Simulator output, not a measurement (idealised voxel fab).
The process module presented herein is designated voxel released beams.
The cross-section on display is named cut; it measures 175 nm wide, and its cells are 5 nm squares.
A cross-section is a grid of square cells, given in bands from the top down. A band is one or more rows of cells. Quick guide to a band line: top height, bottom height (nm) up front; then every material left to right with its width in nm. Only one material and it's marked "all across"? Then it fills the band edge to edge. And "empty" just means empty space. Convention: height 0 is the level below which the wafer, as received, is all one material. The lowest band does not terminate at the bottom but continues downward, represented as "from 0 down". Width: "30->40" (first number = top row, second number = bottom row, same change from row to row of cells). Step note "no modifications" = no cross-section cell changed. Entry "Closed void catalog" = empty spaces >= 8 cells with no open way to the top; each as width x height at distance, distance from left edge, all nm. The remark found on a step's line after its settings is issued by the simulator itself and pertains to that step. "overlay nm", when on a step's line for a step with a mask, measures how far to the right of its planned place the mask lay; a negative measure means to the left.

Process steps foreseen in the plan:
1) RECEIVE with material Si
2) CONFORMAL_DEP with material SiN, thk nm 10
3) DIRECTIONAL_DEP with material SiO2, thk nm 20
4) MASKED_ETCH with tone open, mask id ANCHOR, width nm 35, etch materials SiO2, depth nm 20, overlay nm 0
5) CONFORMAL_DEP with material W, thk nm 10
6) MASKED_ETCH with tone cover, mask id BEAM, width nm 110, etch materials W, depth nm 10, overlay nm 0
7) STRIP with etch materials SiO2

first wafer, as planned:

As-received state of the wafer in cross-section, equivalent to post-step 1:
- from 0 down = Si all across
- Closed void catalog: none

Cross-section through the wafer, step 2 finished:
- from 10 to 0 = SiN all across
- Nothing below the height 0 has changed.

Cross-section through the wafer, step 3 finished:
- from 30 to 10 = SiO2 all across
- Nothing below the height 10 has changed.

Cross-section through the wafer, step 4 finished:
- from 30 to 10 = SiO2 (35), then empty (35), then SiO2 (105)
- Nothing below the height 10 has changed.

Cross-section through the wafer, step 5 finished:
- from 40 to 30 = W (45), then empty (15), then W (115)
- from 30 to 20 = SiO2 (35), then W (10), then empty (15), then W (10), then SiO2 (105)
- from 20 to 10 = SiO2 (35), then W (35), then SiO2 (105)
- Nothing below the height 10 has changed.

Cross-section through the wafer, step 6 finished:
- from 40 to 30 = empty (30), then W (15), then empty (15), then W (80), then empty (35)
- Nothing below the height 30 has changed.

Cross-section through the wafer, step 7 finished:
- from 40 to 30 = empty (30), then W (15), then empty (15), then W (80), then empty (35)
- from 30 to 20 = empty (35), then W (10), then empty (15), then W (10), then empty (105)
- from 20 to 10 = empty (35), then W (35), then empty (105)
- Nothing below the height 10 has changed.

The second wafer was prepared from the same starting point and under the same plan as the first; its processing contained one mistake, and it remains indistinguishable from the first wafer up to and including step 3:

The second wafer cut through, at the time step 4 was supposed to be finished:
- from 30 to 10 = SiO2 (45), then empty (35), then SiO2 (95)
- Nothing below the height 10 has changed.

The second wafer cut through, at the time step 5 was supposed to be finished:
- from 40 to 30 = W (55), then empty (15), then W (105)
- from 30 to 20 = SiO2 (45), then W (10), then empty (15), then W (10), then SiO2 (95)
- from 20 to 10 = SiO2 (45), then W (35), then SiO2 (95)
- Nothing below the height 10 has changed.

The second wafer cut through, at the time step 6 was supposed to be finished:
- from 40 to 30 = empty (30), then W (25), then empty (15), then W (70), then empty (35)
- Nothing below the height 30 has changed.

The second wafer cut through, at the time step 7 was supposed to be finished:
- from 40 to 30 = empty (30), then W (25), then empty (15), then W (70), then empty (35)
- from 30 to 20 = empty (45), then W (10), then empty (15), then W (10), then empty (95)
- from 20 to 10 = empty (45), then W (35), then empty (95)
- Nothing below the height 10 has changed.
What was done differently from what was planned? for step 4, the planned setting was not used; the step was instead run as MASKED_ETCH with tone open, mask id ANCHOR, width nm 35, etch materials SiO2, depth nm 20, overlay nm 10
In the final comparison it is observed that the number of cells assigned to each material is identical for the two wafers, whereas their placement is not.
